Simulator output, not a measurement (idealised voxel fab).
voxel self aligned vias: a process module
In the cross-section labelled cut, the width is 225 nm and each square cell is 5 nm.
Cross-section, as written here: a square-cell grid given band by band from the top down, where a band holds one or more rows of cells.
For a band, the entry starts with two heights in nm, that of the top and then that of the bottom, and carries on with the band's materials in order from left to right, each alongside its width in nm; the word "all across" beside a single material means it fills the band edge to edge, and "empty" means empty space.
Height is counted from the level 0, under which the received wafer is composed throughout of one material. The lowest of the bands is not closed at the bottom but continues downward, in the notation "z 0 and below".
With a width like "30..40", each row of cells in the band differs from the next by the same amount, the top row carrying the first number and the bottom row the second.
Step note "remains unaltered" = no cross-section cell changed.
In the "Closed cavity list" entry, you get each enclosed empty space of 8 cells or more, one with no open way to the top, written width x height at distance, distance from the left edge, in nm.
What comes after the settings on a step's line is commentary from the simulator itself on that step.
A step line may carry the setting "overlay nm", which, for steps involving a mask, states the distance by which the mask lay to the right of its intended position; negative values denote displacement to the left.
Listed below are the process steps as planned:
| 1 | RECEIVE: material Si |
| 2 | CONFORMAL_DEP: material SiO2, thk nm 15 |
| 3 | CONFORMAL_DEP: material SiCN, thk nm 5 |
| 4 | DIRECTIONAL_DEP: material SiO2, thk nm 20 |
| 5 | DIRECTIONAL_DEP: material aC, thk nm 10 |
| 6 | PATTERN: tone open, mask id LINES, material resist, width nm 20, pitch nm 45, thk nm 30, overlay nm 0 |
| 7 | DIRECTIONAL_ETCH: etch materials aC, depth nm 10 |
| 8 | STRIP: etch materials resist |
| 9 | DIRECTIONAL_ETCH: etch materials SiO2, depth nm 20 |
| 10 | STRIP: etch materials aC |
| 11 | CONFORMAL_DEP: material TiN, thk nm 5 |
| 12 | FILL_DEP: material Ru, thk nm 5 |
| 13 | CMP: height nm 40 |
| 14 | SELECTIVE_ETCH: etch materials W Ru TiN, depth nm 10 |
| 15 | FILL_DEP: material SiN, thk nm 10 |
| 16 | CMP: height nm 40 |
| 17 | DIRECTIONAL_DEP: material SiO2, thk nm 20 |
| 18 | MASKED_ETCH: tone open, mask id VIAS, width nm 30, pitch nm 90, etch materials SiO2, depth nm 20, overlay nm 0 |
| 19 | MASKED_ETCH: tone open, mask id VIAS, width nm 30, pitch nm 90, etch materials SiN, depth nm 10, overlay nm 0 |
| 20 | CONFORMAL_DEP: material TiN, thk nm 5 |
| 21 | FILL_DEP: material W, thk nm 10 |
| 22 | CMP: height nm 60 |
| 23 | CONFORMAL_DEP: material SiCN, thk nm 5 |
As-received wafer cross-section (after step 1):
> z 0 and below = Si all across
> Closed cavity list: none
Looking at the first of two wafers in cross-section at end of module - ran to plan:
> z 65 to 60 = SiCN all across
> z 60 to 45 = 50 nm SiO2 / 5 nm TiN / 20 nm W / 5 nm TiN / 60 nm SiO2 / 5 nm TiN / 20 nm W / 5 nm TiN / 55 nm SiO2
> z 45 to 40 = 50 nm SiO2 / 10 nm TiN / 10 nm W / 10 nm TiN / 60 nm SiO2 / 10 nm TiN / 10 nm W / 10 nm TiN / 55 nm SiO2
> z 40 to 35 = 55 nm SiO2 / 5 nm TiN / 10 nm W / 5 nm TiN / 25 nm SiO2 / 20 nm SiN / 25 nm SiO2 / 5 nm TiN / 10 nm W / 5 nm TiN / 60 nm SiO2
> z 35 to 30 = 55 nm SiO2 / 20 nm TiN / 25 nm SiO2 / 20 nm SiN / 25 nm SiO2 / 20 nm TiN / 60 nm SiO2
> z 30 to 25 = 55 nm SiO2 / 5 nm TiN / 10 nm Ru / 5 nm TiN / 25 nm SiO2 / 5 nm TiN / 10 nm Ru / 5 nm TiN / 25 nm SiO2 / 5 nm TiN / 10 nm Ru / 5 nm TiN / 60 nm SiO2
> z 25 to 20 = 55 nm SiO2 / 20 nm TiN / 25 nm SiO2 / 20 nm TiN / 25 nm SiO2 / 20 nm TiN / 60 nm SiO2
> z 20 to 15 = SiCN all across
> z 15 to 0 = SiO2 all across
> z 0 and below = Si all across
> Closed cavity list: none
Second of two wafers, module complete, sectioned: it shares the first wafer's start and plan but was run with one mistake:
> z 65 to 60 = SiCN all across
> z 60 to 40 = 50 nm SiO2 / 5 nm TiN / 20 nm W / 5 nm TiN / 60 nm SiO2 / 5 nm TiN / 20 nm W / 5 nm TiN / 55 nm SiO2
> z 40 to 35 = 50 nm SiO2 / 5 nm TiN / 20 nm W / 5 nm TiN / 20 nm SiO2 / 20 nm SiN / 20 nm SiO2 / 5 nm TiN / 20 nm W / 5 nm TiN / 55 nm SiO2
> z 35 to 30 = 50 nm SiO2 / 30 nm TiN / 20 nm SiO2 / 20 nm SiN / 20 nm SiO2 / 30 nm TiN / 55 nm SiO2
> z 30 to 25 = 50 nm SiO2 / 10 nm TiN / 10 nm Ru / 10 nm TiN / 20 nm SiO2 / 5 nm TiN / 10 nm Ru / 5 nm TiN / 20 nm SiO2 / 10 nm TiN / 10 nm Ru / 10 nm TiN / 55 nm SiO2
> z 25 to 20 = 50 nm SiO2 / 30 nm TiN / 20 nm SiO2 / 20 nm TiN / 20 nm SiO2 / 30 nm TiN / 55 nm SiO2
> z 20 to 15 = SiCN all across
> z 15 to 0 = SiO2 all across
> z 0 and below = Si all across
> Closed cavity list: none
Run error: plan step 18 was twice executed
End check, counted in cells, second wafer has more or fewer of these materials than the first: SiO2: 16 fewer | TiN: 8 more | W: 8 more
